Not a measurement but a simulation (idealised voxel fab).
Name of the process module below: voxel capacitor over wiring
Square cell edge 5 nm, section width 165 nm, ID cut.
How to read a cross-section here: the picture is a grid of square cells, written as bands going from the top down, and any band can span one or more rows of cells.
First you get the band's top height and its bottom height, in nm, and then the materials it's made of, left to right, with each width in nm. If you see a single material with "edge to edge", that one covers the band edge to edge. "empty" is empty space.
Height reference: 0 = level under which incoming wafer is all one material. Lowest band: no bottom, runs on downward, e.g. "0 down".
The notation "30 to 40" denotes a width that varies across the rows of cells in the band, beginning at the first number in the top row, finishing at the second number in the bottom row, and changing by an identical amount from each row to the next.
The designation "no change occurred", where it is given for a processing step, indicates that no cell of the cross-section was altered in the course of that step.
"Internal closed voids" lists enclosed empty spaces (at least 8 cells, no open path upward to the top), each as width x height at distance from the left edge, in nm.
What comes after the settings on a step's line is commentary from the simulator itself on that step.
overlay nm: mask right of planned place by this much (step with mask). Neg. = left.
So the way this works: pairs, before and after one process step. The after picture only goes down to the lowest band that actually changed, nothing below. Step and its settings are under each pair. And watch out, pairs might come from different runs of this module, same starting wafer though, so a pair only follows on from the one above if its "Before step" entry tells you so.
BEFORE STEP
- 0 down = Si edge to edge
- Internal closed voids: none
RESULTING CROSS-SECTION
- 10 to 0 = SiO2 edge to edge
- Beneath the level 0, the cross-section is identical to its previous state.
- Internal closed voids: none
Which operation links the two cross-sections above? CONFORMAL_DEP [material SiO2] [thk nm 10]
Before step: refer to the pair immediately above; the cross-section shown after its step is the state before this one.
RESULTING CROSS-SECTION
- 15 to 10 = TiN edge to edge
- Beneath the level 10, the cross-section is identical to its previous state.
- Internal closed voids: none
Which operation links the two cross-sections above? DIRECTIONAL_DEP [material TiN] [thk nm 5]
Before step: refer to the pair immediately above; the cross-section shown after its step is the state before this one.
RESULTING CROSS-SECTION
- 40 to 15 = Ru edge to edge
- Beneath the level 15, the cross-section is identical to its previous state.
- Internal closed voids: none
Which operation links the two cross-sections above? DIRECTIONAL_DEP [material Ru] [thk nm 25]
Before step: refer to the pair immediately above; the cross-section shown after its step is the state before this one.
RESULTING CROSS-SECTION
- 55 to 40 = aC edge to edge
- Beneath the level 40, the cross-section is identical to its previous state.
- Internal closed voids: none
Which operation links the two cross-sections above? DIRECTIONAL_DEP [material aC] [thk nm 15]
Before step: refer to the pair immediately above; the cross-section shown after its step is the state before this one.
RESULTING CROSS-SECTION
- 90 to 55 = 35 of empty, 20 of resist, 55 of empty, 20 of resist, 35 of empty
- Beneath the level 55, the cross-section is identical to its previous state.
- Internal closed voids: none
Which operation links the two cross-sections above? PATTERN [tone cover] [mask id METAL_1] [material resist] [width nm 20] [pitch nm 75] [thk nm 35] [overlay nm 0]
Before step: refer to the pair immediately above; the cross-section shown after its step is the state before this one.
RESULTING CROSS-SECTION
- 75 to 55 = 35 of empty, 20 of resist, 55 of empty, 20 of resist, 35 of empty
- 55 to 40 = 35 of empty, 20 of aC, 55 of empty, 20 of aC, 35 of empty
- Beneath the level 40, the cross-section is identical to its previous state.
- Internal closed voids: none
Which operation links the two cross-sections above? DIRECTIONAL_ETCH [etch materials aC] [depth nm 15]
Before step: refer to the pair immediately above; the cross-section shown after its step is the state before this one.
RESULTING CROSS-SECTION
- 55 to 40 = 35 of empty, 20 of aC, 55 of empty, 20 of aC, 35 of empty
- Beneath the level 40, the cross-section is identical to its previous state.
- Internal closed voids: none
Which operation links the two cross-sections above? STRIP [etch materials resist]
Before step: refer to the pair immediately above; the cross-section shown after its step is the state before this one.
RESULTING CROSS-SECTION
- 55 to 40 = 35 of empty, 20 of aC, 55 of empty, 20 of aC, 35 of empty
- 40 to 15 = 35 of empty, 20 of Ru, 55 of empty, 20 of Ru, 35 of empty
- Beneath the level 15, the cross-section is identical to its previous state.
- Internal closed voids: none
Which operation links the two cross-sections above? DIRECTIONAL_ETCH [etch materials Ru] [depth nm 25]
Before step: refer to the pair immediately above; the cross-section shown after its step is the state before this one.
RESULTING CROSS-SECTION
- 55 to 40 = 35 of empty, 20 of aC, 55 of empty, 20 of aC, 35 of empty
- 40 to 15 = 35 of empty, 20 of Ru, 55 of empty, 20 of Ru, 35 of empty
- 15 to 10 = 35 of empty, 20 of TiN, 55 of empty, 20 of TiN, 35 of empty
- Beneath the level 10, the cross-section is identical to its previous state.
- Internal closed voids: none
Which operation links the two cross-sections above? DIRECTIONAL_ETCH [etch materials TiN] [depth nm 5]
Before step: refer to the pair immediately above; the cross-section shown after its step is the state before this one.
RESULTING CROSS-SECTION
- 40 to 15 = 35 of empty, 20 of Ru, 55 of empty, 20 of Ru, 35 of empty
- Beneath the level 15, the cross-section is identical to its previous state.
- Internal closed voids: none
Which operation links the two cross-sections above? STRIP [etch materials aC]
Before step: refer to the pair immediately above; the cross-section shown after its step is the state before this one.
RESULTING CROSS-SECTION
- 50 to 40 = SiO2 edge to edge
- 40 to 15 = 35 of SiO2, 20 of Ru, 55 of SiO2, 20 of Ru, 35 of SiO2
- 15 to 10 = 35 of SiO2, 20 of TiN, 55 of SiO2, 20 of TiN, 35 of SiO2
- Beneath the level 10, the cross-section is identical to its previous state.
- Internal closed voids: none
Which operation links the two cross-sections above? FILL_DEP [material SiO2] [thk nm 10]
Before step: refer to the pair immediately above; the cross-section shown after its step is the state before this one.
RESULTING CROSS-SECTION
- 40 to 15 = 35 of SiO2, 20 of Ru, 55 of SiO2, 20 of Ru, 35 of SiO2
- Beneath the level 15, the cross-section is identical to its previous state.
- Internal closed voids: none
Which operation links the two cross-sections above? CMP [height nm 40]
Before step: refer to the pair immediately above; the cross-section shown after its step is the state before this one.
RESULTING CROSS-SECTION
- 45 to 40 = SiCN edge to edge
- Beneath the level 40, the cross-section is identical to its previous state.
- Internal closed voids: none
Which operation links the two cross-sections above? CONFORMAL_DEP [material SiCN] [thk nm 5]
Before step: refer to the pair immediately above; the cross-section shown after its step is the state before this one.
RESULTING CROSS-SECTION
- 65 to 45 = SiO2 edge to edge
- Beneath the level 45, the cross-section is identical to its previous state.
- Internal closed voids: none
Which operation links the two cross-sections above? DIRECTIONAL_DEP [material SiO2] [thk nm 20]
Before step: refer to the pair immediately above; the cross-section shown after its step is the state before this one.
RESULTING CROSS-SECTION
- 80 to 65 = aC edge to edge
- Beneath the level 65, the cross-section is identical to its previous state.
- Internal closed voids: none
Which operation links the two cross-sections above? DIRECTIONAL_DEP [material aC] [thk nm 15]
Before step: refer to the pair immediately above; the cross-section shown after its step is the state before this one.
RESULTING CROSS-SECTION
- 110 to 80 = 40 of resist, 15 of empty, 110 of resist
- Beneath the level 80, the cross-section is identical to its previous state.
- Internal closed voids: none
Which operation links the two cross-sections above? PATTERN [tone open] [mask id PLUG_1] [material resist] [width nm 15] [thk nm 30] [overlay nm 0]
Before step: refer to the pair immediately above; the cross-section shown after its step is the state before this one.
RESULTING CROSS-SECTION
- 95 to 80 = 40 of resist, 15 of empty, 110 of resist
- 80 to 65 = 40 of aC, 15 of empty, 110 of aC
- Beneath the level 65, the cross-section is identical to its previous state.
- Internal closed voids: none
Which operation links the two cross-sections above? DIRECTIONAL_ETCH [etch materials aC] [depth nm 15]
Before step: refer to the pair immediately above; the cross-section shown after its step is the state before this one.
RESULTING CROSS-SECTION
- 80 to 65 = 40 of aC, 15 of empty, 110 of aC
- Beneath the level 65, the cross-section is identical to its previous state.
- Internal closed voids: none
Which operation links the two cross-sections above? STRIP [etch materials resist]
Before step: refer to the pair immediately above; the cross-section shown after its step is the state before this one.
RESULTING CROSS-SECTION
- 80 to 65 = 40 of aC, 15 of empty, 110 of aC
- 65 to 45 = 40 of SiO2, 15 of empty, 110 of SiO2
- Beneath the level 45, the cross-section is identical to its previous state.
- Internal closed voids: none
Which operation links the two cross-sections above? DIRECTIONAL_ETCH [etch materials SiO2] [depth nm 20]
Before step: refer to the pair immediately above; the cross-section shown after its step is the state before this one.
RESULTING CROSS-SECTION
- 80 to 65 = 40 of aC, 15 of empty, 110 of aC
- 65 to 45 = 40 of SiO2, 15 of empty, 110 of SiO2
- 45 to 40 = 40 of SiCN, 15 of empty, 110 of SiCN
- Beneath the level 40, the cross-section is identical to its previous state.
- Internal closed voids: none
Which operation links the two cross-sections above? DIRECTIONAL_ETCH [etch materials SiCN] [depth nm 5]
Before step: refer to the pair immediately above; the cross-section shown after its step is the state before this one.
RESULTING CROSS-SECTION
- 65 to 45 = 40 of SiO2, 15 of empty, 110 of SiO2
- Beneath the level 45, the cross-section is identical to its previous state.
- Internal closed voids: none
Which operation links the two cross-sections above? STRIP [etch materials aC]
Before step: refer to the pair immediately above; the cross-section shown after its step is the state before this one.
RESULTING CROSS-SECTION
- 65 to 50 = 40 of SiO2, 15 of empty, 110 of SiO2
- 50 to 45 = 40 of SiO2, 15 of Ru, 110 of SiO2
- 45 to 40 = 40 of SiCN, 15 of Ru, 110 of SiCN
- Beneath the level 40, the cross-section is identical to its previous state.
- Internal closed voids: none
Which operation links the two cross-sections above? EPI [material Ru] [thk nm 10]
Before step: refer to the pair immediately above; the cross-section shown after its step is the state before this one.
RESULTING CROSS-SECTION
- 65 to 60 = 40 of SiO2, 15 of empty, 110 of SiO2
- 60 to 45 = 40 of SiO2, 15 of Ru, 110 of SiO2
- Beneath the level 45, the cross-section is identical to its previous state.
- Internal closed voids: none
Which operation links the two cross-sections above? EPI [material Ru] [thk nm 10]
Before step: refer to the pair immediately above; the cross-section shown after its step is the state before this one.
RESULTING CROSS-SECTION
- 65 to 45 = 40 of SiO2, 15 of Ru, 110 of SiO2
- Beneath the level 45, the cross-section is identical to its previous state.
- Internal closed voids: none
Which operation links the two cross-sections above? EPI [material Ru] [thk nm 5]
Before step: refer to the pair immediately above; the cross-section shown after its step is the state before this one.
RESULTING CROSS-SECTION
- 70 to 65 = TiN edge to edge
- Beneath the level 65, the cross-section is identical to its previous state.
- Internal closed voids: none
Which operation links the two cross-sections above? DIRECTIONAL_DEP [material TiN] [thk nm 5]
Before step: refer to the pair immediately above; the cross-section shown after its step is the state before this one.
RESULTING CROSS-SECTION
- 75 to 70 = HfO2 edge to edge
- Beneath the level 70, the cross-section is identical to its previous state.
- Internal closed voids: none
Which operation links the two cross-sections above? DIRECTIONAL_DEP [material HfO2] [thk nm 5]
Before step: refer to the pair immediately above; the cross-section shown after its step is the state before this one.
RESULTING CROSS-SECTION
- 85 to 75 = TiN edge to edge
- Beneath the level 75, the cross-section is identical to its previous state.
- Internal closed voids: none
Which operation links the two cross-sections above? DIRECTIONAL_DEP [material TiN] [thk nm 10]
Before step: refer to the pair immediately above; the cross-section shown after its step is the state before this one.
RESULTING CROSS-SECTION
- 85 to 75 = 40 of empty, 60 of TiN, 65 of empty
- Beneath the level 75, the cross-section is identical to its previous state.
- Internal closed voids: none
Which operation links the two cross-sections above? MASKED_ETCH [tone cover] [mask id UPPER_PLATE] [width nm 60] [etch materials TiN] [depth nm 10] [overlay nm 0]
Before step: refer to the pair immediately above; the cross-section shown after its step is the state before this one.
RESULTING CROSS-SECTION
- 85 to 75 = 40 of empty, 60 of TiN, 65 of empty
- 75 to 70 = 40 of empty, 60 of HfO2, 65 of empty
- Beneath the level 70, the cross-section is identical to its previous state.
- Internal closed voids: none
Which operation links the two cross-sections above? MASKED_ETCH [tone cover] [mask id UPPER_PLATE] [width nm 60] [etch materials HfO2] [depth nm 5] [overlay nm 0]
Before step: refer to the pair immediately above; the cross-section shown after its step is the state before this one.
RESULTING CROSS-SECTION
- 85 to 75 = 40 of empty, 60 of TiN, 65 of empty
- 75 to 70 = 40 of empty, 60 of HfO2, 65 of empty
- 70 to 65 = 35 of empty, 70 of TiN, 60 of empty
- Beneath the level 65, the cross-section is identical to its previous state.
- Internal closed voids: none
Which operation links the two cross-sections above? MASKED_ETCH [tone cover] [mask id LOWER_PLATE] [width nm 70] [etch materials TiN] [depth nm 5] [overlay nm 0]
Before step: refer to the pair immediately above; the cross-section shown after its step is the state before this one.
RESULTING CROSS-SECTION
- 105 to 85 = SiO2 edge to edge
- 85 to 75 = 40 of SiO2, 60 of TiN, 65 of SiO2
- 75 to 70 = 40 of SiO2, 60 of HfO2, 65 of SiO2
- 70 to 65 = 35 of SiO2, 70 of TiN, 60 of SiO2
- Beneath the level 65, the cross-section is identical to its previous state.
- Internal closed voids: none
Which operation links the two cross-sections above? FILL_DEP [material SiO2] [thk nm 20]
Before step: refer to the pair immediately above; the cross-section shown after its step is the state before this one.
RESULTING CROSS-SECTION
- 100 to 85 = SiO2 edge to edge
- Beneath the level 85, the cross-section is identical to its previous state.
- Internal closed voids: none
Which operation links the two cross-sections above? CMP [height nm 100]
Before step: refer to the pair immediately above; the cross-section shown after its step is the state before this one.
RESULTING CROSS-SECTION
- 100 to 85 = 50 of SiO2, 15 of empty, 100 of SiO2
- Beneath the level 85, the cross-section is identical to its previous state.
- Internal closed voids: none
Which operation links the two cross-sections above? MASKED_ETCH [tone open] [mask id PLUG_2] [width nm 15] [etch materials SiO2] [depth nm 15] [overlay nm 0]
Before step: refer to the pair immediately above; the cross-section shown after its step is the state before this one.
RESULTING CROSS-SECTION
- 105 to 100 = 55 of TiN, 5 of empty, 105 of TiN
- 100 to 90 = 50 of SiO2, 5 of TiN, 5 of empty, 5 of TiN, 100 of SiO2
- 90 to 85 = 50 of SiO2, 15 of TiN, 100 of SiO2
- Beneath the level 85, the cross-section is identical to its previous state.
- Internal closed voids: none
Which operation links the two cross-sections above? CONFORMAL_DEP [material TiN] [thk nm 5]
Before step: refer to the pair immediately above; the cross-section shown after its step is the state before this one.
RESULTING CROSS-SECTION
- 115 to 105 = Cu edge to edge
- 105 to 100 = 55 of TiN, 5 of Cu, 105 of TiN
- 100 to 90 = 50 of SiO2, 5 of TiN, 5 of Cu, 5 of TiN, 100 of SiO2
- Beneath the level 90, the cross-section is identical to its previous state.
- Internal closed voids: none
Which operation links the two cross-sections above? FILL_DEP [material Cu] [thk nm 10]
Before step: refer to the pair immediately above; the cross-section shown after its step is the state before this one.
RESULTING CROSS-SECTION
- 100 to 90 = 50 of SiO2, 5 of TiN, 5 of Cu, 5 of TiN, 100 of SiO2
- Beneath the level 90, the cross-section is identical to its previous state.
- Internal closed voids: none
Which operation links the two cross-sections above? CMP [height nm 100]
Before step: refer to the pair immediately above; the cross-section shown after its step is the state before this one.
RESULTING CROSS-SECTION
- 105 to 100 = SiN edge to edge
- Beneath the level 100, the cross-section is identical to its previous state.
- Internal closed voids: none
Which operation links the two cross-sections above? CONFORMAL_DEP [material SiN] [thk nm 5]
BEFORE STEP
- 115 to 105 = Cu edge to edge
- 105 to 100 = 55 of TiN, 5 of Cu, 105 of TiN
- 100 to 90 = 50 of SiO2, 5 of TiN, 5 of Cu, 5 of TiN, 100 of SiO2
- 90 to 85 = 50 of SiO2, 15 of TiN, 100 of SiO2
- 85 to 75 = 40 of SiO2, 60 of TiN, 65 of SiO2
- 75 to 70 = 40 of SiO2, 60 of HfO2, 65 of SiO2
- 70 to 65 = 35 of SiO2, 70 of TiN, 60 of SiO2
- 65 to 45 = 40 of SiO2, 15 of Ru, 110 of SiO2
- 45 to 40 = 40 of SiCN, 15 of Ru, 110 of SiCN
- 40 to 15 = 35 of SiO2, 20 of Ru, 55 of SiO2, 20 of Ru, 35 of SiO2
- 15 to 10 = 35 of SiO2, 20 of TiN, 55 of SiO2, 20 of TiN, 35 of SiO2
- 10 to 0 = SiO2 edge to edge
- 0 down = Si edge to edge
- Internal closed voids: none
RESULTING CROSS-SECTION
- 120 to 115 = SiN edge to edge
- Beneath the level 115, the cross-section is identical to its previous state.
- Internal closed voids: none
Which operation links the two cross-sections above? CONFORMAL_DEP [material SiN] [thk nm 5]
BEFORE STEP
- 65 to 60 = 40 of SiO2, 15 of empty, 110 of SiO2
- 60 to 45 = 40 of SiO2, 15 of Ru, 110 of SiO2
- 45 to 40 = 40 of SiCN, 15 of Ru, 110 of SiCN
- 40 to 15 = 35 of SiO2, 20 of Ru, 55 of SiO2, 20 of Ru, 35 of SiO2
- 15 to 10 = 35 of SiO2, 20 of TiN, 55 of SiO2, 20 of TiN, 35 of SiO2
- 10 to 0 = SiO2 edge to edge
- 0 down = Si edge to edge
- Internal closed voids: none
RESULTING CROSS-SECTION
- 70 to 65 = 35 of empty, 25 of Ru, 105 of empty
- 65 to 45 = 40 of SiO2, 15 of Ru, 110 of SiO2
- Beneath the level 45, the cross-section is identical to its previous state.
- Internal closed voids: none
Which operation links the two cross-sections above? EPI [material Ru] [thk nm 10]
Before step: refer to the pair immediately above; the cross-section shown after its step is the state before this one.
RESULTING CROSS-SECTION
- 75 to 65 = 30 of empty, 35 of Ru, 100 of empty
- Beneath the level 65, the cross-section is identical to its previous state.
- Internal closed voids: none
Which operation links the two cross-sections above? EPI [material Ru] [thk nm 5]
Before step: refer to the pair immediately above; the cross-section shown after its step is the state before this one.
RESULTING CROSS-SECTION
- 80 to 75 = 30 of empty, 35 of TiN, 100 of empty
- 75 to 70 = 30 of empty, 35 of Ru, 100 of empty
- 70 to 65 = 30 of TiN, 35 of Ru, 100 of TiN
- Beneath the level 65, the cross-section is identical to its previous state.
- Internal closed voids: none
Which operation links the two cross-sections above? DIRECTIONAL_DEP [material TiN] [thk nm 5]
Before step: refer to the pair immediately above; the cross-section shown after its step is the state before this one.
RESULTING CROSS-SECTION
- 85 to 80 = 30 of empty, 35 of HfO2, 100 of empty
- 80 to 75 = 30 of empty, 35 of TiN, 100 of empty
- 75 to 70 = 30 of HfO2, 35 of Ru, 100 of HfO2
- Beneath the level 70, the cross-section is identical to its previous state.
- Internal closed voids: none
Which operation links the two cross-sections above? DIRECTIONAL_DEP [material HfO2] [thk nm 5]
Before step: refer to the pair immediately above; the cross-section shown after its step is the state before this one.
RESULTING CROSS-SECTION
- 95 to 85 = 30 of empty, 35 of TiN, 100 of empty
- 85 to 80 = 30 of TiN, 35 of HfO2, 100 of TiN
- 80 to 75 = TiN edge to edge
- Beneath the level 75, the cross-section is identical to its previous state.
- Internal closed voids: none
Which operation links the two cross-sections above? DIRECTIONAL_DEP [material TiN] [thk nm 10]
Before step: refer to the pair immediately above; the cross-section shown after its step is the state before this one.
RESULTING CROSS-SECTION
- 95 to 85 = 40 of empty, 25 of TiN, 100 of empty
- 85 to 80 = 30 of empty, 35 of HfO2, 35 of TiN, 65 of empty
- 80 to 75 = 30 of empty, 70 of TiN, 65 of empty
- Beneath the level 75, the cross-section is identical to its previous state.
- Internal closed voids: none
Which operation links the two cross-sections above? MASKED_ETCH [tone cover] [mask id UPPER_PLATE] [width nm 60] [etch materials TiN] [depth nm 10] [overlay nm 0]
Before step: refer to the pair immediately above; the cross-section shown after its step is the state before this one.
RESULTING CROSS-SECTION
- 95 to 85 = 40 of empty, 25 of TiN, 100 of empty
- 85 to 80 = 40 of empty, 25 of HfO2, 35 of TiN, 65 of empty
- 80 to 75 = 30 of empty, 70 of TiN, 65 of empty
- 75 to 70 = 30 of empty, 35 of Ru, 35 of HfO2, 65 of empty
- Beneath the level 70, the cross-section is identical to its previous state.
- Internal closed voids: none
Which operation links the two cross-sections above? MASKED_ETCH [tone cover] [mask id UPPER_PLATE] [width nm 60] [etch materials HfO2] [depth nm 5] [overlay nm 0]
Before step: refer to the pair immediately above; the cross-section shown after its step is the state before this one.
RESULTING CROSS-SECTION
- 95 to 85 = 40 of empty, 25 of TiN, 100 of empty
- 85 to 80 = 40 of empty, 25 of HfO2, 35 of TiN, 65 of empty
- 80 to 75 = 35 of empty, 65 of TiN, 65 of empty
- 75 to 70 = 30 of empty, 35 of Ru, 35 of HfO2, 65 of empty
- 70 to 65 = 30 of empty, 35 of Ru, 40 of TiN, 60 of empty
- Beneath the level 65, the cross-section is identical to its previous state.
- Internal closed voids: none
Which operation links the two cross-sections above? MASKED_ETCH [tone cover] [mask id LOWER_PLATE] [width nm 70] [etch materials TiN] [depth nm 5] [overlay nm 0]
Before step: refer to the pair immediately above; the cross-section shown after its step is the state before this one.
RESULTING CROSS-SECTION
- 115 to 95 = SiO2 edge to edge
- 95 to 85 = 40 of SiO2, 25 of TiN, 100 of SiO2
- 85 to 80 = 40 of SiO2, 25 of HfO2, 35 of TiN, 65 of SiO2
- 80 to 75 = 35 of SiO2, 65 of TiN, 65 of SiO2
- 75 to 70 = 30 of SiO2, 35 of Ru, 35 of HfO2, 65 of SiO2
- 70 to 65 = 30 of SiO2, 35 of Ru, 40 of TiN, 60 of SiO2
- Beneath the level 65, the cross-section is identical to its previous state.
- Internal closed voids: none
Which operation links the two cross-sections above? FILL_DEP [material SiO2] [thk nm 20]
Before step: refer to the pair immediately above; the cross-section shown after its step is the state before this one.
RESULTING CROSS-SECTION
- 100 to 95 = SiO2 edge to edge
- Beneath the level 95, the cross-section is identical to its previous state.
- Internal closed voids: none
Which operation links the two cross-sections above? CMP [height nm 100]
Before step: refer to the pair immediately above; the cross-section shown after its step is the state before this one.
RESULTING CROSS-SECTION
- 100 to 95 = 50 of SiO2, 15 of empty, 100 of SiO2
- Beneath the level 95, the cross-section is identical to its previous state.
- Internal closed voids: none
Which operation links the two cross-sections above? MASKED_ETCH [tone open] [mask id PLUG_2] [width nm 15] [etch materials SiO2] [depth nm 15] [overlay nm 0]
Before step: refer to the pair immediately above; the cross-section shown after its step is the state before this one.
RESULTING CROSS-SECTION
- 105 to 100 = 55 of TiN, 5 of empty, 105 of TiN
- 100 to 95 = 50 of SiO2, 15 of TiN, 100 of SiO2
- Beneath the level 95, the cross-section is identical to its previous state.
- Internal closed voids: none
Which operation links the two cross-sections above? CONFORMAL_DEP [material TiN] [thk nm 5]
Before step: refer to the pair immediately above; the cross-section shown after its step is the state before this one.
RESULTING CROSS-SECTION
- 115 to 105 = Cu edge to edge
- 105 to 100 = 55 of TiN, 5 of Cu, 105 of TiN
- Beneath the level 100, the cross-section is identical to its previous state.
- Internal closed voids: none
Which operation links the two cross-sections above? FILL_DEP [material Cu] [thk nm 10]
Before step: refer to the pair immediately above; the cross-section shown after its step is the state before this one.
RESULTING CROSS-SECTION
- 100 to 95 = 50 of SiO2, 15 of TiN, 100 of SiO2
- Beneath the level 95, the cross-section is identical to its previous state.
- Internal closed voids: none
Which operation links the two cross-sections above? CMP [height nm 100]
Before step: refer to the pair immediately above; the cross-section shown after its step is the state before this one.
RESULTING CROSS-SECTION
- 105 to 100 = SiN edge to edge
- Beneath the level 100, the cross-section is identical to its previous state.
- Internal closed voids: none
Which operation links the two cross-sections above? CONFORMAL_DEP [material SiN] [thk nm 5]
BEFORE STEP
- 40 to 15 = 35 of SiO2, 20 of Ru, 55 of SiO2, 20 of Ru, 35 of SiO2
- 15 to 10 = 35 of SiO2, 20 of TiN, 55 of SiO2, 20 of TiN, 35 of SiO2
- 10 to 0 = SiO2 edge to edge
- 0 down = Si edge to edge
- Internal closed voids: none
RESULTING CROSS-SECTION
- 60 to 40 = SiO2 edge to edge
- Beneath the level 40, the cross-section is identical to its previous state.
- Internal closed voids: none
Which operation links the two cross-sections above? DIRECTIONAL_DEP [material SiO2] [thk nm 20]
Before step: refer to the pair immediately above; the cross-section shown after its step is the state before this one.
RESULTING CROSS-SECTION
- 65 to 60 = SiCN edge to edge
- Beneath the level 60, the cross-section is identical to its previous state.
- Internal closed voids: none
Which operation links the two cross-sections above? CONFORMAL_DEP [material SiCN] [thk nm 5]
Before step: refer to the pair immediately above; the cross-section shown after its step is the state before this one.
RESULTING CROSS-SECTION
- 80 to 65 = aC edge to edge
- Beneath the level 65, the cross-section is identical to its previous state.
- Internal closed voids: none
Which operation links the two cross-sections above? DIRECTIONAL_DEP [material aC] [thk nm 15]
Before step: refer to the pair immediately above; the cross-section shown after its step is the state before this one.
RESULTING CROSS-SECTION
- 110 to 80 = 40 of resist, 15 of empty, 110 of resist
- Beneath the level 80, the cross-section is identical to its previous state.
- Internal closed voids: none
Which operation links the two cross-sections above? PATTERN [tone open] [mask id PLUG_1] [material resist] [width nm 15] [thk nm 30] [overlay nm 0]
Before step: refer to the pair immediately above; the cross-section shown after its step is the state before this one.
RESULTING CROSS-SECTION
- 95 to 80 = 40 of resist, 15 of empty, 110 of resist
- 80 to 65 = 40 of aC, 15 of empty, 110 of aC
- Beneath the level 65, the cross-section is identical to its previous state.
- Internal closed voids: none
Which operation links the two cross-sections above? DIRECTIONAL_ETCH [etch materials aC] [depth nm 15]
Before step: refer to the pair immediately above; the cross-section shown after its step is the state before this one.
RESULTING CROSS-SECTION
- 80 to 65 = 40 of aC, 15 of empty, 110 of aC
- Beneath the level 65, the cross-section is identical to its previous state.
- Internal closed voids: none
Which operation links the two cross-sections above? STRIP [etch materials resist]
Before step: refer to the pair immediately above; the cross-section shown after its step is the state before this one.
RESULTING CROSS-SECTION
- 80 to 65 = 40 of aC, 15 of empty, 110 of aC
- 65 to 60 = 40 of SiCN, 15 of empty, 110 of SiCN
- Beneath the level 60, the cross-section is identical to its previous state.
- Internal closed voids: none
Which operation links the two cross-sections above? DIRECTIONAL_ETCH [etch materials SiCN] [depth nm 5]
Before step: refer to the pair immediately above; the cross-section shown after its step is the state before this one.
RESULTING CROSS-SECTION
- 65 to 60 = 40 of SiCN, 15 of empty, 110 of SiCN
- Beneath the level 60, the cross-section is identical to its previous state.
- Internal closed voids: none
Which operation links the two cross-sections above? STRIP [etch materials aC]
Before step: refer to the pair immediately above; the cross-section shown after its step is the state before this one.
RESULTING CROSS-SECTION
- 70 to 65 = 40 of TiN, 15 of empty, 110 of TiN
- 65 to 60 = 40 of SiCN, 15 of TiN, 110 of SiCN
- Beneath the level 60, the cross-section is identical to its previous state.
- Internal closed voids: none
Which operation links the two cross-sections above? DIRECTIONAL_DEP [material TiN] [thk nm 5]
Before step: refer to the pair immediately above; the cross-section shown after its step is the state before this one.
RESULTING CROSS-SECTION
- 75 to 70 = 40 of HfO2, 15 of empty, 110 of HfO2
- 70 to 65 = 40 of TiN, 15 of HfO2, 110 of TiN
- Beneath the level 65, the cross-section is identical to its previous state.
- Internal closed voids: none
Which operation links the two cross-sections above? DIRECTIONAL_DEP [material HfO2] [thk nm 5]
Before step: refer to the pair immediately above; the cross-section shown after its step is the state before this one.
RESULTING CROSS-SECTION
- 85 to 80 = 40 of TiN, 15 of empty, 110 of TiN
- 80 to 75 = TiN edge to edge
- 75 to 70 = 40 of HfO2, 15 of TiN, 110 of HfO2
- Beneath the level 70, the cross-section is identical to its previous state.
- Internal closed voids: none
Which operation links the two cross-sections above? DIRECTIONAL_DEP [material TiN] [thk nm 10]
Before step: refer to the pair immediately above; the cross-section shown after its step is the state before this one.
RESULTING CROSS-SECTION
- 85 to 75 = 55 to 40 of empty, 45 to 60 of TiN, 65 of empty
- Beneath the level 75, the cross-section is identical to its previous state.
- Internal closed voids: none
Which operation links the two cross-sections above? MASKED_ETCH [tone cover] [mask id UPPER_PLATE] [width nm 60] [etch materials TiN] [depth nm 10] [overlay nm 0]
Before step: refer to the pair immediately above; the cross-section shown after its step is the state before this one.
RESULTING CROSS-SECTION
- 85 to 75 = 55 to 40 of empty, 45 to 60 of TiN, 65 of empty
- 75 to 70 = 40 of empty, 15 of TiN, 45 of HfO2, 65 of empty
- Beneath the level 70, the cross-section is identical to its previous state.
- Internal closed voids: none
Which operation links the two cross-sections above? MASKED_ETCH [tone cover] [mask id UPPER_PLATE] [width nm 60] [etch materials HfO2] [depth nm 5] [overlay nm 0]
Before step: refer to the pair immediately above; the cross-section shown after its step is the state before this one.
RESULTING CROSS-SECTION
- 85 to 75 = 55 to 40 of empty, 45 to 60 of TiN, 65 of empty
- 75 to 70 = 40 of empty, 15 of TiN, 45 of HfO2, 65 of empty
- 70 to 65 = 35 of empty, 5 of TiN, 15 of HfO2, 50 of TiN, 60 of empty
- Beneath the level 65, the cross-section is identical to its previous state.
- Internal closed voids: none
Which operation links the two cross-sections above? MASKED_ETCH [tone cover] [mask id LOWER_PLATE] [width nm 70] [etch materials TiN] [depth nm 5] [overlay nm 0]
Before step: refer to the pair immediately above; the cross-section shown after its step is the state before this one.
RESULTING CROSS-SECTION
- 105 to 85 = SiO2 edge to edge
- 85 to 75 = 55 to 40 of SiO2, 45 to 60 of TiN, 65 of SiO2
- 75 to 70 = 40 of SiO2, 15 of TiN, 45 of HfO2, 65 of SiO2
- 70 to 65 = 35 of SiO2, 5 of TiN, 15 of HfO2, 50 of TiN, 60 of SiO2
- Beneath the level 65, the cross-section is identical to its previous state.
- Internal closed voids: none
Which operation links the two cross-sections above? FILL_DEP [material SiO2] [thk nm 20]
Before step: refer to the pair immediately above; the cross-section shown after its step is the state before this one.
RESULTING CROSS-SECTION
- 100 to 85 = SiO2 edge to edge
- Beneath the level 85, the cross-section is identical to its previous state.
- Internal closed voids: none
Which operation links the two cross-sections above? CMP [height nm 100]
Before step: refer to the pair immediately above; the cross-section shown after its step is the state before this one.
RESULTING CROSS-SECTION
- 100 to 85 = 50 of SiO2, 15 of empty, 100 of SiO2
- Beneath the level 85, the cross-section is identical to its previous state.
- Internal closed voids: none
Which operation links the two cross-sections above? MASKED_ETCH [tone open] [mask id PLUG_2] [width nm 15] [etch materials SiO2] [depth nm 15] [overlay nm 0]
Before step: refer to the pair immediately above; the cross-section shown after its step is the state before this one.
RESULTING CROSS-SECTION
- 105 to 100 = 55 of TiN, 5 of empty, 105 of TiN
- 100 to 90 = 50 of SiO2, 5 of TiN, 5 of empty, 5 of TiN, 100 of SiO2
- 90 to 80 = 50 to 55 of SiO2, 15 to 45 of TiN, 100 to 65 of SiO2
- Beneath the level 80, the cross-section is identical to its previous state.
- Internal closed voids: none
Which operation links the two cross-sections above? CONFORMAL_DEP [material TiN] [thk nm 5]
Before step: refer to the pair immediately above; the cross-section shown after its step is the state before this one.
RESULTING CROSS-SECTION
- 115 to 105 = Cu edge to edge
- 105 to 100 = 55 of TiN, 5 of Cu, 105 of TiN
- 100 to 90 = 50 of SiO2, 5 of TiN, 5 of Cu, 5 of TiN, 100 of SiO2
- Beneath the level 90, the cross-section is identical to its previous state.
- Internal closed voids: none
Which operation links the two cross-sections above? FILL_DEP [material Cu] [thk nm 10]
Before step: refer to the pair immediately above; the cross-section shown after its step is the state before this one.
RESULTING CROSS-SECTION
- 100 to 90 = 50 of SiO2, 5 of TiN, 5 of Cu, 5 of TiN, 100 of SiO2
- Beneath the level 90, the cross-section is identical to its previous state.
- Internal closed voids: none
Which operation links the two cross-sections above? CMP [height nm 100]
